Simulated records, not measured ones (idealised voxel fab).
Herein follows the process module entitled voxel gate over fins.
Square cell edge 5 nm, section width 230 nm, ID cut.
Cross-section = grid of square cells, listed top down in bands; band = one or more rows.
Heights first: top, then bottom, in nm. Then materials, left to right, each with a width in nm. "everywhere" on a single material: fills the band edge to edge. "empty": empty space.
Measure heights from 0. That's the level where, below it, the as-received wafer is all one material. The lowest band is bottomless and extends downward; write it as in "0..down".
When a width is written as two numbers, as in "30->40", the first number is the width in the top row of cells of the band and the second is the width in its bottom row, and the width changes by the same amount from each row to the next.
"left unchanged" for a step: no cell of the cross-section changed in that step.
Closed empty spaces (no open way to the top) of 8 cells or more are what "Closed void roster" lists, each as width x height at distance from the left edge, nm for all three.
after a step's settings: what the simulator itself notes on the step
Regarding "overlay nm": on a step with a mask, it is the distance the mask lay to the right of its planned place; a negative value places it to the left.
**Here's what the planned process steps look like**
1: RECEIVE, material Si
2: CONFORMAL_DEP, material SiN, thk nm 10
3: MASKED_ETCH, tone cover, mask id FINS, width nm 15, pitch nm 40, etch materials SiN, depth nm 10, overlay nm 0
4: MASKED_ETCH, tone cover, mask id FINS, width nm 15, pitch nm 40, etch materials Si, depth nm 35, overlay nm 0
5: FILL_DEP, material SiO2, thk nm 15
6: CMP, height nm 10
7: SELECTIVE_ETCH, etch materials SiO2, depth nm 20
8: STRIP, etch materials SiN
9: CONFORMAL_DEP, material HfO2, thk nm 5
10: CONFORMAL_DEP, material TiN, thk nm 5
11: CONFORMAL_DEP, material TiAl, thk nm 5
12: CONFORMAL_DEP, material TiN, thk nm 5
13: FILL_DEP, material W, thk nm 15
14: CMP, height nm 30
15: CONFORMAL_DEP, material SiCN, thk nm 5
**Here's what the wafer looked like in cross-section when it arrived - that's after step 1**
* 0..down = Si everywhere
* Closed void roster: none
**Wafer cross-section at end of module: start and plan as shown above, one execution error**
* 35..30 = SiCN everywhere
* 30..15 = W everywhere
* 15..10 = W 30 / TiN 165 / W 35
* 10..5 = W 30 / TiN 5 / TiAl 35 / TiN 5 / TiAl 35 / TiN 5 / TiAl 35 / TiN 5 / TiAl 35 / TiN 5 / W 35
* 5..0 = TiN 35 / TiAl 5 / HfO2 25 / TiAl 5 / TiN 5 / TiAl 5 / HfO2 25 / TiAl 5 / TiN 5 / TiAl 5 / HfO2 25 / TiAl 5 / TiN 5 / TiAl 5 / HfO2 25 / TiAl 5 / TiN 40
* 0..-5 = TiAl 40 / HfO2 5 / Si 15 / HfO2 5 / TiAl 15 / HfO2 5 / Si 15 / HfO2 5 / TiAl 15 / HfO2 5 / Si 15 / HfO2 5 / TiAl 15 / HfO2 5 / Si 15 / HfO2 5 / TiAl 45
* -5..-10 = HfO2 45 / Si 15 / HfO2 25 / Si 15 / HfO2 25 / Si 15 / HfO2 25 / Si 15 / HfO2 50
* -10..-35 = SiO2 45 / Si 15 / SiO2 25 / Si 15 / SiO2 25 / Si 15 / SiO2 25 / Si 15 / SiO2 50
* -35..down = Si everywhere
* Closed void roster: none
Diagnosis: yeah, step 10 of the plan got skipped, never ran
